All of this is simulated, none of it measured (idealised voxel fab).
process module | voxel capacitor over wiring
cross-section cut | 290 nm wide | cells 5 nm
A cross-section is a grid of square cells, given in bands from the top down. A band is one or more rows of cells.
Each band's line starts with the height of the band's top and of its bottom, in nm. Then come its materials from left to right, each with its width in nm. One material with "throughout" fills the band from edge to edge. "air" is empty space.
Height 0 is the level under which the wafer as received is all one material. The lowest band goes on downwards, as in "0 down".
A width such as "30 to 40" changes by the same amount from each row of cells to the next, from the band's top row to its bottom row.
"no change" after a step means that no cell of the cross-section changed.
closed voids: empty space of 8 cells or more with no open way to the top, each as width x height at its distance from the left edge, in nm
after a step's settings: what the simulator itself notes on the step
overlay nm, on a step with a mask: how far to the right of its planned place the mask lay; to the left if negative
plan
1 op RECEIVE | material Si
2 op CONFORMAL_DEP | material SiO2 | thk nm 10
3 op CONFORMAL_DEP | material SiN | thk nm 5
4 op DIRECTIONAL_DEP | material SiO2 | thk nm 25
5 op PATTERN | tone open | mask id METAL_1 | material resist | width nm 20 | pitch nm 75 | thk nm 15 | overlay nm 0
6 op DIRECTIONAL_ETCH | etch materials SiO2 | depth nm 25
7 op DIRECTIONAL_ETCH | etch materials SiN | depth nm 5
8 op STRIP | etch materials resist
9 op CONFORMAL_DEP | material TiN | thk nm 5
10 op FILL_DEP | material Cu | thk nm 5
11 op CMP | height nm 40
12 op CONFORMAL_DEP | material SiCN | thk nm 5
13 op DIRECTIONAL_DEP | material SiO2 | thk nm 15
14 op DIRECTIONAL_DEP | material aC | thk nm 15
15 op PATTERN | tone open | mask id PLUG_1 | material resist | width nm 15 | thk nm 35 | overlay nm 0
16 op DIRECTIONAL_ETCH | etch materials aC | depth nm 15
17 op STRIP | etch materials resist
18 op DIRECTIONAL_ETCH | etch materials SiO2 | depth nm 15
19 op DIRECTIONAL_ETCH | etch materials SiCN | depth nm 5
20 op STRIP | etch materials aC
21 op EPI | material Ru | thk nm 10
22 op EPI | material Ru | thk nm 10
23 op DIRECTIONAL_DEP | material TiN | thk nm 5
24 op DIRECTIONAL_DEP | material Al2O3 | thk nm 5
25 op DIRECTIONAL_DEP | material TiN | thk nm 5
26 op MASKED_ETCH | tone cover | mask id UPPER_PLATE | width nm 60 | etch materials TiN | depth nm 5 | overlay nm 0
27 op MASKED_ETCH | tone cover | mask id UPPER_PLATE | width nm 60 | etch materials Al2O3 | depth nm 5 | overlay nm 0
28 op MASKED_ETCH | tone cover | mask id LOWER_PLATE | width nm 70 | etch materials TiN | depth nm 5 | overlay nm 0
29 op FILL_DEP | material SiO2 | thk nm 15
30 op CMP | height nm 85
31 op PATTERN | tone open | mask id PLUG_2 | material resist | width nm 15 | thk nm 20 | overlay nm 0
32 op DIRECTIONAL_ETCH | etch materials SiO2 | depth nm 10
33 op STRIP | etch materials resist
34 op CONFORMAL_DEP | material TiN | thk nm 5
35 op FILL_DEP | material Ru | thk nm 5
36 op CMP | height nm 85
37 op CONFORMAL_DEP | material SiCN | thk nm 5
first wafer, as planned
as received, after step 1
  0 down: Si throughout
  closed voids: none
after step 2
  10 to 0: SiO2 throughout
  below 0: unchanged
after step 3
  15 to 10: SiN throughout
  below 10: unchanged
after step 4
  40 to 15: SiO2 throughout
  below 15: unchanged
after step 5
  55 to 40: resist 95 | air 20 | resist 55 | air 20 | resist 100
  below 40: unchanged
after step 6
  55 to 40: resist 95 | air 20 | resist 55 | air 20 | resist 100
  40 to 15: SiO2 95 | air 20 | SiO2 55 | air 20 | SiO2 100
  below 15: unchanged
after step 7
  55 to 40: resist 95 | air 20 | resist 55 | air 20 | resist 100
  40 to 15: SiO2 95 | air 20 | SiO2 55 | air 20 | SiO2 100
  15 to 10: SiN 95 | air 20 | SiN 55 | air 20 | SiN 100
  below 10: unchanged
after step 8
  40 to 15: SiO2 95 | air 20 | SiO2 55 | air 20 | SiO2 100
  below 15: unchanged
after step 9
  45 to 40: TiN 100 | air 10 | TiN 65 | air 10 | TiN 105
  40 to 15: SiO2 95 | TiN 5 | air 10 | TiN 5 | SiO2 55 | TiN 5 | air 10 | TiN 5 | SiO2 100
  15 to 10: SiN 95 | TiN 20 | SiN 55 | TiN 20 | SiN 100
  below 10: unchanged
after step 10
  50 to 45: Cu throughout
  45 to 40: TiN 100 | Cu 10 | TiN 65 | Cu 10 | TiN 105
  40 to 15: SiO2 95 | TiN 5 | Cu 10 | TiN 5 | SiO2 55 | TiN 5 | Cu 10 | TiN 5 | SiO2 100
  below 15: unchanged
after step 11
  40 to 15: SiO2 95 | TiN 5 | Cu 10 | TiN 5 | SiO2 55 | TiN 5 | Cu 10 | TiN 5 | SiO2 100
  below 15: unchanged
after step 12
  45 to 40: SiCN throughout
  below 40: unchanged
after step 13
  60 to 45: SiO2 throughout
  below 45: unchanged
after step 14
  75 to 60: aC throughout
  below 60: unchanged
after step 15
  110 to 75: resist 100 | air 15 | resist 175
  below 75: unchanged
after step 16
  95 to 75: resist 100 | air 15 | resist 175
  75 to 60: aC 100 | air 15 | aC 175
  below 60: unchanged
after step 17
  75 to 60: aC 100 | air 15 | aC 175
  below 60: unchanged
after step 18
  75 to 60: aC 100 | air 15 | aC 175
  60 to 45: SiO2 100 | air 15 | SiO2 175
  below 45: unchanged
after step 19
  75 to 60: aC 100 | air 15 | aC 175
  60 to 45: SiO2 100 | air 15 | SiO2 175
  45 to 40: SiCN 100 | air 15 | SiCN 175
  below 40: unchanged
after step 20
  60 to 45: SiO2 100 | air 15 | SiO2 175
  below 45: unchanged
after step 21
  60 to 50: SiO2 100 | air 15 | SiO2 175
  50 to 45: SiO2 100 | Ru 15 | SiO2 175
  45 to 40: SiCN 100 | Ru 15 | SiCN 175
  below 40: unchanged
after step 22
  60 to 45: SiO2 100 | Ru 15 | SiO2 175
  below 45: unchanged
after step 23
  65 to 60: TiN throughout
  below 60: unchanged
after step 24
  70 to 65: Al2O3 throughout
  below 65: unchanged
after step 25
  75 to 70: TiN throughout
  below 70: unchanged
after step 26
  75 to 70: air 100 | TiN 60 | air 130
  below 70: unchanged
after step 27
  75 to 70: air 100 | TiN 60 | air 130
  70 to 65: air 100 | Al2O3 60 | air 130
  below 65: unchanged
after step 28
  75 to 70: air 100 | TiN 60 | air 130
  70 to 65: air 100 | Al2O3 60 | air 130
  65 to 60: air 95 | TiN 70 | air 125
  below 60: unchanged
after step 29
  90 to 75: SiO2 throughout
  75 to 70: SiO2 100 | TiN 60 | SiO2 130
  70 to 65: SiO2 100 | Al2O3 60 | SiO2 130
  65 to 60: SiO2 95 | TiN 70 | SiO2 125
  below 60: unchanged
after step 30
  85 to 75: SiO2 throughout
  below 75: unchanged
after step 31
  105 to 85: resist 110 | air 15 | resist 165
  below 85: unchanged
after step 32
  105 to 85: resist 110 | air 15 | resist 165
  85 to 75: SiO2 110 | air 15 | SiO2 165
  below 75: unchanged
after step 33
  85 to 75: SiO2 110 | air 15 | SiO2 165
  below 75: unchanged
after step 34
  90 to 85: TiN 115 | air 5 | TiN 170
  85 to 80: SiO2 110 | TiN 5 | air 5 | TiN 5 | SiO2 165
  80 to 70: SiO2 110 to 100 | TiN 15 to 60 | SiO2 165 to 130
  below 70: unchanged
after step 35
  95 to 90: Ru throughout
  90 to 85: TiN 115 | Ru 5 | TiN 170
  85 to 80: SiO2 110 | TiN 5 | Ru 5 | TiN 5 | SiO2 165
  below 80: unchanged
after step 36
  85 to 80: SiO2 110 | TiN 5 | Ru 5 | TiN 5 | SiO2 165
  below 80: unchanged
after step 37
  90 to 85: SiCN throughout
  below 85: unchanged
second wafer: like start, like plan, one mistake. Through step 25 it matches the first wafer
when step 26 should have ended
  75 to 70: TiN 100 | air 60 | TiN 130
  below 70: unchanged
when step 27 should have ended: no change
when step 28 should have ended
  75 to 70: air 95 | TiN 5 | air 60 | TiN 5 | air 125
  below 70: unchanged
when step 29 should have ended
  90 to 75: SiO2 throughout
  75 to 70: SiO2 95 | TiN 5 | SiO2 60 | TiN 5 | SiO2 125
  below 70: unchanged
when step 30 should have ended
  85 to 75: SiO2 throughout
  below 75: unchanged
when step 31 should have ended
  105 to 85: resist 110 | air 15 | resist 165
  below 85: unchanged
when step 32 should have ended
  105 to 85: resist 110 | air 15 | resist 165
  85 to 75: SiO2 110 | air 15 | SiO2 165
  below 75: unchanged
when step 33 should have ended
  85 to 75: SiO2 110 | air 15 | SiO2 165
  below 75: unchanged
when step 34 should have ended
  90 to 85: TiN 115 | air 5 | TiN 170
  85 to 80: SiO2 110 | TiN 5 | air 5 | TiN 5 | SiO2 165
  80 to 75: SiO2 110 | TiN 15 | SiO2 165
  below 75: unchanged
when step 35 should have ended
  95 to 90: Ru throughout
  90 to 85: TiN 115 | Ru 5 | TiN 170
  85 to 80: SiO2 110 | TiN 5 | Ru 5 | TiN 5 | SiO2 165
  below 80: unchanged
when step 36 should have ended
  85 to 80: SiO2 110 | TiN 5 | Ru 5 | TiN 5 | SiO2 165
  below 80: unchanged
when step 37 should have ended
  90 to 85: SiCN throughout
  below 85: unchanged
what went wrong: step 26 ran as: op MASKED_ETCH | tone open | mask id UPPER_PLATE | width nm 60 | etch materials TiN | depth nm 5 | overlay nm 0
at the end the second wafer has, in cells: 46 more of Al2O3 | 80 fewer of SiO2 | 34 more of TiN
